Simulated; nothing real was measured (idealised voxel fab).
Documented hereafter: the process module known as voxel tone inversion.
FYI the section here is cut, 220 nm wide, cells are 5 nm squares.
Heads up, the way a cross-section reads in here is a grid of square cells, handed over as bands from the top down, with every band being one or more rows of cells. It is stipulated that each band's entry specify, in nanometres, the height of the top of the band and then that of its bottom, followed by the materials of the band in left-to-right sequence, each together with its width in nanometres. A single material marked by the word "all across" is understood to fill the band from edge to edge; the word "empty" is understood to denote empty space. Measure heights from 0. That's the level where, below it, the as-received wafer is all one material. The lowest band is bottomless and extends downward; write it as in "z 0 and below". The notation "30->40" denotes a width that varies across the rows of cells in the band, beginning at the first number in the top row, finishing at the second number in the bottom row, and changing by an identical amount from each row to the next. "remains unaltered" after a step means that no cell of the cross-section changed. Entry "Enclosed cavities" = empty spaces >= 8 cells with no open way to the top; each as width x height at distance, distance from left edge, all nm. On each step's line, the part that comes after the settings is the simulator's own comment on the step. The "overlay nm" setting may appear on a step's line; for a step that uses a mask, it gives how far to the right of its planned position the mask lay, and a negative value indicates the left.

SO HERE'S THE LINEUP OF PROCESS STEPS WE PLANNED
step 1: RECEIVE [material Si]
step 2: CONFORMAL_DEP [material SiCN] [thk nm 10]
step 3: DIRECTIONAL_DEP [material aC] [thk nm 15]
step 4: PATTERN [tone cover] [mask id POSTS] [material resist] [width nm 25] [pitch nm 55] [thk nm 25] [overlay nm 0]
step 5: DIRECTIONAL_ETCH [etch materials aC] [depth nm 15]
step 6: STRIP [etch materials resist]
step 7: FILL_DEP [material lowk] [thk nm 5]
step 8: CMP [height nm 25]
step 9: STRIP [etch materials aC]
step 10: CONFORMAL_DEP [material TiN] [thk nm 5]
step 11: FILL_DEP [material Ru] [thk nm 10]
step 12: CMP [height nm 25]
step 13: CONFORMAL_DEP [material SiN] [thk nm 5]

WAFER, FIRST OF TWO, RUN AS PLANNED

CROSS-SECTION: WAFER ON ARRIVAL = AFTER STEP 1
* z 0 and below = Si all across
* Enclosed cavities: none

SECTIONAL VIEW: WAFER, AFTER STEP 2
* z 10 to 0 = SiCN all across
* Anything lower than 0 is untouched.

SECTIONAL VIEW: WAFER, AFTER STEP 3
* z 25 to 10 = aC all across
* Anything lower than 10 is untouched.

SECTIONAL VIEW: WAFER, AFTER STEP 4
* z 50 to 25 = empty 40 nm | resist 25 nm | empty 30 nm | resist 25 nm | empty 30 nm | resist 25 nm | empty 45 nm
* Anything lower than 25 is untouched.

SECTIONAL VIEW: WAFER, AFTER STEP 5
* z 35 to 25 = empty 40 nm | resist 25 nm | empty 30 nm | resist 25 nm | empty 30 nm | resist 25 nm | empty 45 nm
* z 25 to 10 = empty 40 nm | aC 25 nm | empty 30 nm | aC 25 nm | empty 30 nm | aC 25 nm | empty 45 nm
* Anything lower than 10 is untouched.

SECTIONAL VIEW: WAFER, AFTER STEP 6
* z 25 to 10 = empty 40 nm | aC 25 nm | empty 30 nm | aC 25 nm | empty 30 nm | aC 25 nm | empty 45 nm
* Anything lower than 10 is untouched.

SECTIONAL VIEW: WAFER, AFTER STEP 7
* z 30 to 25 = lowk all across
* z 25 to 10 = lowk 40 nm | aC 25 nm | lowk 30 nm | aC 25 nm | lowk 30 nm | aC 25 nm | lowk 45 nm
* Anything lower than 10 is untouched.

SECTIONAL VIEW: WAFER, AFTER STEP 8
* z 25 to 10 = lowk 40 nm | aC 25 nm | lowk 30 nm | aC 25 nm | lowk 30 nm | aC 25 nm | lowk 45 nm
* Anything lower than 10 is untouched.

SECTIONAL VIEW: WAFER, AFTER STEP 9
* z 25 to 10 = lowk 40 nm | empty 25 nm | lowk 30 nm | empty 25 nm | lowk 30 nm | empty 25 nm | lowk 45 nm
* Anything lower than 10 is untouched.

SECTIONAL VIEW: WAFER, AFTER STEP 10
* z 30 to 25 = TiN 45 nm | empty 15 nm | TiN 40 nm | empty 15 nm | TiN 40 nm | empty 15 nm | TiN 50 nm
* z 25 to 15 = lowk 40 nm | TiN 5 nm | empty 15 nm | TiN 5 nm | lowk 30 nm | TiN 5 nm | empty 15 nm | TiN 5 nm | lowk 30 nm | TiN 5 nm | empty 15 nm | TiN 5 nm | lowk 45 nm
* z 15 to 10 = lowk 40 nm | TiN 25 nm | lowk 30 nm | TiN 25 nm | lowk 30 nm | TiN 25 nm | lowk 45 nm
* Anything lower than 10 is untouched.

SECTIONAL VIEW: WAFER, AFTER STEP 11
* z 40 to 30 = Ru all across
* z 30 to 25 = TiN 45 nm | Ru 15 nm | TiN 40 nm | Ru 15 nm | TiN 40 nm | Ru 15 nm | TiN 50 nm
* z 25 to 15 = lowk 40 nm | TiN 5 nm | Ru 15 nm | TiN 5 nm | lowk 30 nm | TiN 5 nm | Ru 15 nm | TiN 5 nm | lowk 30 nm | TiN 5 nm | Ru 15 nm | TiN 5 nm | lowk 45 nm
* Anything lower than 15 is untouched.

SECTIONAL VIEW: WAFER, AFTER STEP 12
* z 25 to 15 = lowk 40 nm | TiN 5 nm | Ru 15 nm | TiN 5 nm | lowk 30 nm | TiN 5 nm | Ru 15 nm | TiN 5 nm | lowk 30 nm | TiN 5 nm | Ru 15 nm | TiN 5 nm | lowk 45 nm
* Anything lower than 15 is untouched.

SECTIONAL VIEW: WAFER, AFTER STEP 13
* z 30 to 25 = SiN all across
* Anything lower than 25 is untouched.

COMPANION WAFER, THE SECOND OF TWO: SAME BEGINNING, SAME INTENDED SEQUENCE, ONE MISTAKE IN CARRYING IT OUT; THROUGH STEP 11 INCLUSIVE IT TRACKS THE FIRST EXACTLY

CROSS-SECTION OF THE SECOND WAFER AT THE TIME STEP 12 OF THE PLAN SHOULD HAVE ENDED
* z 30 to 25 = TiN 45 nm | Ru 15 nm | TiN 40 nm | Ru 15 nm | TiN 40 nm | Ru 15 nm | TiN 50 nm
* Anything lower than 25 is untouched.

CROSS-SECTION OF THE SECOND WAFER AT THE TIME STEP 13 OF THE PLAN SHOULD HAVE ENDED
* z 35 to 30 = SiN all across
* Anything lower than 30 is untouched.
Against the plan, the run slipped here: step 12 was processed under conditions differing from the plan, specifically as CMP [height nm 30]
Materials where the second wafer ends with more or fewer cells than the first: Ru +9; TiN +35
